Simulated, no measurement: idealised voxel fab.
Module name: voxel quadruple lines (process module)
Square cell edge 5 nm, section width 285 nm, ID cut.
How to read a cross-section here: the picture is a grid of square cells, written as bands going from the top down, and any band can span one or more rows of cells.
Within each band entry, the heights of the top and of the bottom of the band appear first, in that order and in nm; the materials of the band then follow from left to right, each with its corresponding width in nm. The designation "all across" on a single material indicates that it fills the band from edge to edge; the designation "blank" indicates empty space.
Heights are reckoned from 0. Under this level, the received wafer is all of one material. The bottommost band is open-ended downward, for example "0 and below".
Width: "30->40" (first number = top row, second number = bottom row, same change from row to row of cells).
Where a step carries "identical to before", the cross-section came out of it unchanged, cell for cell.
You'll see "Enclosed cavities" listing empty spaces that have no way open to the top, as long as they're 8 cells or more; the notation is width x height at distance, where the distance is from the left edge, and all of it is in nm.
Step line, after settings: the simulator's comment on this step.
overlay nm: for a step with a mask, the amount by which the mask lay right of where it was planned; a negative amount means left of it.

### Steps planned for the process
1,RECEIVE [material Si]
2,CONFORMAL_DEP [material SiO2] [thk nm 10]
3,DIRECTIONAL_DEP [material TiN] [thk nm 10]
4,DIRECTIONAL_DEP [material polySi] [thk nm 15]
5,DIRECTIONAL_DEP [material aC] [thk nm 25]
6,PATTERN [tone cover] [mask id MANDREL] [material resist] [width nm 25] [thk nm 35] [overlay nm 0]
7,DIRECTIONAL_ETCH [etch materials aC] [depth nm 25]
8,STRIP [etch materials resist]
9,CONFORMAL_DEP [material SiO2] [thk nm 15]
10,DIRECTIONAL_ETCH [etch materials SiO2] [depth nm 15]
11,STRIP [etch materials aC]
12,DIRECTIONAL_ETCH [etch materials polySi] [depth nm 15]
13,STRIP [etch materials SiO2]
14,CONFORMAL_DEP [material SiN] [thk nm 5]
15,DIRECTIONAL_ETCH [etch materials SiN] [depth nm 5]
16,STRIP [etch materials polySi]
17,DIRECTIONAL_ETCH [etch materials TiN] [depth nm 10]
18,STRIP [etch materials SiN]

### First of two wafers, with the run carried out as planned

### Wafer cross-section on receipt, i.e. after step 1
> 0 and below: Si all across
> Enclosed cavities: none

### You're looking at a cross-section of the wafer after step 2
> 10 down to 0: SiO2 all across
> below 0: unchanged

### You're looking at a cross-section of the wafer after step 3
> 20 down to 10: TiN all across
> below 10: unchanged

### You're looking at a cross-section of the wafer after step 4
> 35 down to 20: polySi all across
> below 20: unchanged

### You're looking at a cross-section of the wafer after step 5
> 60 down to 35: aC all across
> below 35: unchanged

### You're looking at a cross-section of the wafer after step 6
> 95 down to 60: 130 of blank | 25 of resist | 130 of blank
> below 60: unchanged

### You're looking at a cross-section of the wafer after step 7
> 70 down to 60: 130 of blank | 25 of resist | 130 of blank
> 60 down to 35: 130 of blank | 25 of aC | 130 of blank
> below 35: unchanged

### You're looking at a cross-section of the wafer after step 8
> 60 down to 35: 130 of blank | 25 of aC | 130 of blank
> below 35: unchanged

### You're looking at a cross-section of the wafer after step 9
> 75 down to 60: 115 of blank | 55 of SiO2 | 115 of blank
> 60 down to 50: 115 of blank | 15 of SiO2 | 25 of aC | 15 of SiO2 | 115 of blank
> 50 down to 35: 130 of SiO2 | 25 of aC | 130 of SiO2
> below 35: unchanged

### You're looking at a cross-section of the wafer after step 10
> 60 down to 35: 115 of blank | 15 of SiO2 | 25 of aC | 15 of SiO2 | 115 of blank
> below 35: unchanged

### You're looking at a cross-section of the wafer after step 11
> 60 down to 35: 115 of blank | 15 of SiO2 | 25 of blank | 15 of SiO2 | 115 of blank
> below 35: unchanged

### You're looking at a cross-section of the wafer after step 12
> 60 down to 35: 115 of blank | 15 of SiO2 | 25 of blank | 15 of SiO2 | 115 of blank
> 35 down to 20: 115 of blank | 15 of polySi | 25 of blank | 15 of polySi | 115 of blank
> below 20: unchanged

### You're looking at a cross-section of the wafer after step 13
> 35 down to 20: 115 of blank | 15 of polySi | 25 of blank | 15 of polySi | 115 of blank
> below 20: unchanged

### You're looking at a cross-section of the wafer after step 14
> 40 down to 35: 110 of blank | 25 of SiN | 15 of blank | 25 of SiN | 110 of blank
> 35 down to 25: 110 of blank | 5 of SiN | 15 of polySi | 5 of SiN | 15 of blank | 5 of SiN | 15 of polySi | 5 of SiN | 110 of blank
> 25 down to 20: 115 of SiN | 15 of polySi | 25 of SiN | 15 of polySi | 115 of SiN
> below 20: unchanged

### You're looking at a cross-section of the wafer after step 15
> 35 down to 20: 110 of blank | 5 of SiN | 15 of polySi | 5 of SiN | 15 of blank | 5 of SiN | 15 of polySi | 5 of SiN | 110 of blank
> below 20: unchanged

### You're looking at a cross-section of the wafer after step 16
> 35 down to 20: 110 of blank | 5 of SiN | 15 of blank | 5 of SiN | 15 of blank | 5 of SiN | 15 of blank | 5 of SiN | 110 of blank
> below 20: unchanged

### You're looking at a cross-section of the wafer after step 17
> 35 down to 20: 110 of blank | 5 of SiN | 15 of blank | 5 of SiN | 15 of blank | 5 of SiN | 15 of blank | 5 of SiN | 110 of blank
> 20 down to 10: 110 of blank | 5 of TiN | 15 of blank | 5 of TiN | 15 of blank | 5 of TiN | 15 of blank | 5 of TiN | 110 of blank
> below 10: unchanged

### You're looking at a cross-section of the wafer after step 18
> 20 down to 10: 110 of blank | 5 of TiN | 15 of blank | 5 of TiN | 15 of blank | 5 of TiN | 15 of blank | 5 of TiN | 110 of blank
> below 10: unchanged

### Now the other wafer: same start, same recipe, but we messed up one thing when running it. Up to and including step 2 it's the same as the first one

### Second wafer cross-section, taken as of the time the plan sets for step 3 to be done
> 15 down to 10: TiN all across
> below 10: unchanged

### Second wafer cross-section, taken as of the time the plan sets for step 4 to be done
> 30 down to 15: polySi all across
> below 15: unchanged

### Second wafer cross-section, taken as of the time the plan sets for step 5 to be done
> 55 down to 30: aC all across
> below 30: unchanged

### Second wafer cross-section, taken as of the time the plan sets for step 6 to be done
> 90 down to 55: 130 of blank | 25 of resist | 130 of blank
> below 55: unchanged

### Second wafer cross-section, taken as of the time the plan sets for step 7 to be done
> 65 down to 55: 130 of blank | 25 of resist | 130 of blank
> 55 down to 30: 130 of blank | 25 of aC | 130 of blank
> below 30: unchanged

### Second wafer cross-section, taken as of the time the plan sets for step 8 to be done
> 55 down to 30: 130 of blank | 25 of aC | 130 of blank
> below 30: unchanged

### Second wafer cross-section, taken as of the time the plan sets for step 9 to be done
> 70 down to 55: 115 of blank | 55 of SiO2 | 115 of blank
> 55 down to 45: 115 of blank | 15 of SiO2 | 25 of aC | 15 of SiO2 | 115 of blank
> 45 down to 30: 130 of SiO2 | 25 of aC | 130 of SiO2
> below 30: unchanged

### Second wafer cross-section, taken as of the time the plan sets for step 10 to be done
> 55 down to 30: 115 of blank | 15 of SiO2 | 25 of aC | 15 of SiO2 | 115 of blank
> below 30: unchanged

### Second wafer cross-section, taken as of the time the plan sets for step 11 to be done
> 55 down to 30: 115 of blank | 15 of SiO2 | 25 of blank | 15 of SiO2 | 115 of blank
> below 30: unchanged

### Second wafer cross-section, taken as of the time the plan sets for step 12 to be done
> 55 down to 30: 115 of blank | 15 of SiO2 | 25 of blank | 15 of SiO2 | 115 of blank
> 30 down to 15: 115 of blank | 15 of polySi | 25 of blank | 15 of polySi | 115 of blank
> below 15: unchanged

### Second wafer cross-section, taken as of the time the plan sets for step 13 to be done
> 30 down to 15: 115 of blank | 15 of polySi | 25 of blank | 15 of polySi | 115 of blank
> below 15: unchanged

### Second wafer cross-section, taken as of the time the plan sets for step 14 to be done
> 35 down to 30: 110 of blank | 25 of SiN | 15 of blank | 25 of SiN | 110 of blank
> 30 down to 20: 110 of blank | 5 of SiN | 15 of polySi | 5 of SiN | 15 of blank | 5 of SiN | 15 of polySi | 5 of SiN | 110 of blank
> 20 down to 15: 115 of SiN | 15 of polySi | 25 of SiN | 15 of polySi | 115 of SiN
> below 15: unchanged

### Second wafer cross-section, taken as of the time the plan sets for step 15 to be done
> 30 down to 15: 110 of blank | 5 of SiN | 15 of polySi | 5 of SiN | 15 of blank | 5 of SiN | 15 of polySi | 5 of SiN | 110 of blank
> below 15: unchanged

### Second wafer cross-section, taken as of the time the plan sets for step 16 to be done
> 30 down to 15: 110 of blank | 5 of SiN | 15 of blank | 5 of SiN | 15 of blank | 5 of SiN | 15 of blank | 5 of SiN | 110 of blank
> below 15: unchanged

### Second wafer cross-section, taken as of the time the plan sets for step 17 to be done
> 30 down to 15: 110 of blank | 5 of SiN | 15 of blank | 5 of SiN | 15 of blank | 5 of SiN | 15 of blank | 5 of SiN | 110 of blank
> 15 down to 10: 110 of blank | 5 of TiN | 15 of blank | 5 of TiN | 15 of blank | 5 of TiN | 15 of blank | 5 of TiN | 110 of blank
> below 10: unchanged

### Second wafer cross-section, taken as of the time the plan sets for step 18 to be done
> 15 down to 10: 110 of blank | 5 of TiN | 15 of blank | 5 of TiN | 15 of blank | 5 of TiN | 15 of blank | 5 of TiN | 110 of blank
> below 10: unchanged
Diagnosis: heads up, step 3 didn't go per plan, it actually ran as DIRECTIONAL_DEP [material TiN] [thk nm 5]
Upon completion, the second wafer contains, in terms of cells, a greater or smaller amount of certain materials than the first wafer: 4 fewer of TiN
